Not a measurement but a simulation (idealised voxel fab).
Herein follows the process module entitled voxel fin reveal.
Section cut is 270 nm wide and gridded with 5 nm square cells.
A cross-section in this document is a grid of square cells, and it is written down as bands, the top band listed before the ones below it; a band is made up of one or more rows of cells. Band: top and bottom heights (nm) first, top before bottom; then materials from left to right, widths in nm. "all across" marks a sole material filling the band edge to edge. "air" denotes empty space. Heights are expressed relative to 0, this being the level below which the as-received wafer comprises one material exclusively. The lowest band is unbounded in the downward direction and is denoted as in "0 -> down". When a width is written as two numbers, as in "30 to 40", the first number is the width in the top row of cells of the band and the second is the width in its bottom row, and the width changes by the same amount from each row to the next. "nothing got changed" (step): cross-section cells unchanged, all of them. Under "Voids, fully enclosed" you'll find the enclosed gaps, the ones with no way out to the top, that are 8 cells or bigger; each reads width x height at distance, with distance counted from the left edge, everything in nm. Note: text after step settings on the step line = simulator remark on that step. The optional step-line setting "overlay nm" applies to steps with a mask and quantifies how far to the right of its planned location the mask lay, a negative value indicating leftward placement.
List of planned process steps:
| 1 | RECEIVE, material Si |
| 2 | CONFORMAL_DEP, material SiN, thk nm 5 |
| 3 | MASKED_ETCH, tone cover, mask id FINS, width nm 15, pitch nm 40, etch materials SiN, depth nm 5, overlay nm 0 |
| 4 | MASKED_ETCH, tone cover, mask id FINS, width nm 15, pitch nm 40, etch materials Si, depth nm 40, overlay nm 0 |
| 5 | OXIDIZE, depth nm 5 |
| 6 | FILL_DEP, material SiO2, thk nm 10 |
| 7 | CMP, height nm 5 |
| 8 | SELECTIVE_ETCH, etch materials SiO2, depth nm 20 |
| 9 | STRIP, etch materials SiN |
| 10 | CONFORMAL_DEP, material HfO2, thk nm 5 |
Cross-section of the wafer upon arrival, representing the state reached after step 1:
* 0 -> down: Si all across
* Voids, fully enclosed: none
First of two wafers at the end of the module, shown in cross-section; run carried out as planned:
* 5 -> 0: air (85), HfO2 (15), air (25), HfO2 (15), air (25), HfO2 (15), air (90)
* 0 -> -10: air (85), HfO2 (5), Si (5), HfO2 (5), air (25), HfO2 (5), Si (5), HfO2 (5), air (25), HfO2 (5), Si (5), HfO2 (5), air (90)
* -10 -> -15: HfO2 (90), Si (5), HfO2 (35), Si (5), HfO2 (35), Si (5), HfO2 (95)
* -15 -> -45: SiO2 (90), Si (5), SiO2 (35), Si (5), SiO2 (35), Si (5), SiO2 (95)
* -45 -> down: Si all across
* Voids, fully enclosed: none
Here's the second of our two wafers sectioned at module end. Same start as the first, same plan, but one mistake got made running it:
* 5 -> 0: air (85), HfO2 (15), air (25), HfO2 (15), air (25), HfO2 (15), air (90)
* 0 -> -30: air (85), HfO2 (5), Si (5), HfO2 (5), air (25), HfO2 (5), Si (5), HfO2 (5), air (25), HfO2 (5), Si (5), HfO2 (5), air (90)
* -30 -> -35: HfO2 (90), Si (5), HfO2 (35), Si (5), HfO2 (35), Si (5), HfO2 (95)
* -35 -> -45: SiO2 (90), Si (5), SiO2 (35), Si (5), SiO2 (35), Si (5), SiO2 (95)
* -45 -> down: Si all across
* Voids, fully enclosed: none
what went wrong: plan step 8 was conducted twice
Looking at both finished wafers in cells, the second ends up ahead of or behind the first on some materials: +24 HfO2 | -204 SiO2
